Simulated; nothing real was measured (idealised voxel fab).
process module | voxel wiring stack
cross-section cut | 190 nm wide | cells 5 nm
A cross-section is a grid of square cells, given in bands from the top down. A band is one or more rows of cells.
Each band's line starts with the height of the band's top and of its bottom, in nm. Then come its materials from left to right, each with its width in nm. One material with "throughout" fills the band from edge to edge. "air" is empty space.
Height 0 is the level under which the wafer as received is all one material. The lowest band goes on downwards, as in "0 down".
A width such as "30 to 40" changes by the same amount from each row of cells to the next, from the band's top row to its bottom row.
"no change" after a step means that no cell of the cross-section changed.
closed voids: empty space of 8 cells or more with no open way to the top, each as width x height at its distance from the left edge, in nm
after a step's settings: what the simulator itself notes on the step
overlay nm, on a step with a mask: how far to the right of its planned place the mask lay; to the left if negative
plan
1 op RECEIVE | material Si
2 op CONFORMAL_DEP | material SiO2 | thk nm 15
3 op CONFORMAL_DEP | material SiN | thk nm 5
4 op DIRECTIONAL_DEP | material SiO2 | thk nm 20
5 op PATTERN | tone open | mask id METAL_1 | material resist | width nm 25 | pitch nm 40 | thk nm 20 | overlay nm 0
6 op DIRECTIONAL_ETCH | etch materials SiO2 | depth nm 20
7 op DIRECTIONAL_ETCH | etch materials SiN | depth nm 5
8 op STRIP | etch materials resist
9 op CONFORMAL_DEP | material TiN | thk nm 5
10 op FILL_DEP | material W | thk nm 5
11 op CMP | height nm 40
12 op EPI | material Ru | thk nm 5
13 op FILL_DEP | material SiCN | thk nm 5
14 op DIRECTIONAL_DEP | material SiO2 | thk nm 30
15 op DIRECTIONAL_DEP | material aC | thk nm 10
16 op PATTERN | tone open | mask id METAL_2 | material resist | width nm 25 | pitch nm 40 | thk nm 30 | overlay nm 0
17 op DIRECTIONAL_ETCH | etch materials aC | depth nm 10
18 op STRIP | etch materials resist
19 op DIRECTIONAL_ETCH | etch materials SiO2 | depth nm 15
20 op STRIP | etch materials aC
21 op PATTERN | tone open | mask id METAL_2_HOLES | material resist | width nm 15 | thk nm 15 | overlay nm 0
22 op DIRECTIONAL_ETCH | etch materials SiO2 | depth nm 15
23 op DIRECTIONAL_ETCH | etch materials SiCN | depth nm 5
24 op STRIP | etch materials resist
25 op CONFORMAL_DEP | material TiN | thk nm 5
26 op FILL_DEP | material Ru | thk nm 10
27 op CMP | height nm 80
28 op CONFORMAL_DEP | material SiCN | thk nm 5
29 op DIRECTIONAL_DEP | material SiO2 | thk nm 15
30 op DIRECTIONAL_DEP | material aC | thk nm 15
31 op PATTERN | tone open | mask id PLUG_2 | material resist | width nm 15 | thk nm 35 | overlay nm 0
32 op DIRECTIONAL_ETCH | etch materials aC | depth nm 15
33 op STRIP | etch materials resist
34 op DIRECTIONAL_ETCH | etch materials SiO2 | depth nm 15
35 op DIRECTIONAL_ETCH | etch materials SiCN | depth nm 5
36 op STRIP | etch materials aC
37 op CONFORMAL_DEP | material TiN | thk nm 5
38 op FILL_DEP | material Ru | thk nm 5
39 op CMP | height nm 100
40 op DIRECTIONAL_DEP | material TiN | thk nm 5
41 op DIRECTIONAL_DEP | material W | thk nm 20
42 op PATTERN | tone cover | mask id METAL_3 | material resist | width nm 25 | pitch nm 40 | thk nm 20 | overlay nm 0
43 op DIRECTIONAL_ETCH | etch materials W | depth nm 20
44 op DIRECTIONAL_ETCH | etch materials TiN | depth nm 5
45 op STRIP | etch materials resist
46 op CONFORMAL_DEP | material SiN | thk nm 5
47 op FILL_DEP | material SiO2 | thk nm 5
48 op CMP | height nm 125
49 op CONFORMAL_DEP | material SiCN | thk nm 5
as received, after step 1
  0 down: Si throughout
  closed voids: none
a wafer at the end: this start, this plan, one mistake
  130 to 125: SiCN throughout
  125 to 105: SiO2 55 | SiN 5 | W 25 | SiN 5 | SiO2 5 | SiN 5 | W 25 | SiN 5 | SiO2 60
  105 to 100: SiN 60 | TiN 25 | SiN 15 | TiN 25 | SiN 65
  100 to 95: SiCN 60 | TiN 15 | SiCN 115
  95 to 85: Ru throughout
  85 to 80: TiN 65 | Ru 15 | TiN 25 | Ru 15 | TiN 70
  80 to 70: SiO2 60 | TiN 5 | Ru 15 | TiN 5 | SiO2 15 | TiN 5 | Ru 15 | TiN 5 | SiO2 65
  70 to 65: SiO2 60 | TiN 5 | Ru 5 | TiN 15 | SiO2 15 | TiN 25 | SiO2 65
  65 to 50: SiO2 60 | TiN 5 | Ru 5 | TiN 5 | SiO2 115
  50 to 45: SiCN 60 | TiN 15 | SiCN 115
  45 to 40: SiCN 55 | Ru 35 | SiCN 5 | Ru 35 | SiCN 60
  40 to 20: SiO2 60 | TiN 5 | W 15 | TiN 5 | SiO2 15 | TiN 5 | W 15 | TiN 5 | SiO2 65
  20 to 15: SiN 60 | TiN 25 | SiN 15 | TiN 25 | SiN 65
  15 to 0: SiO2 throughout
  0 down: Si throughout
  closed voids: none
what went wrong: step 27 was left out
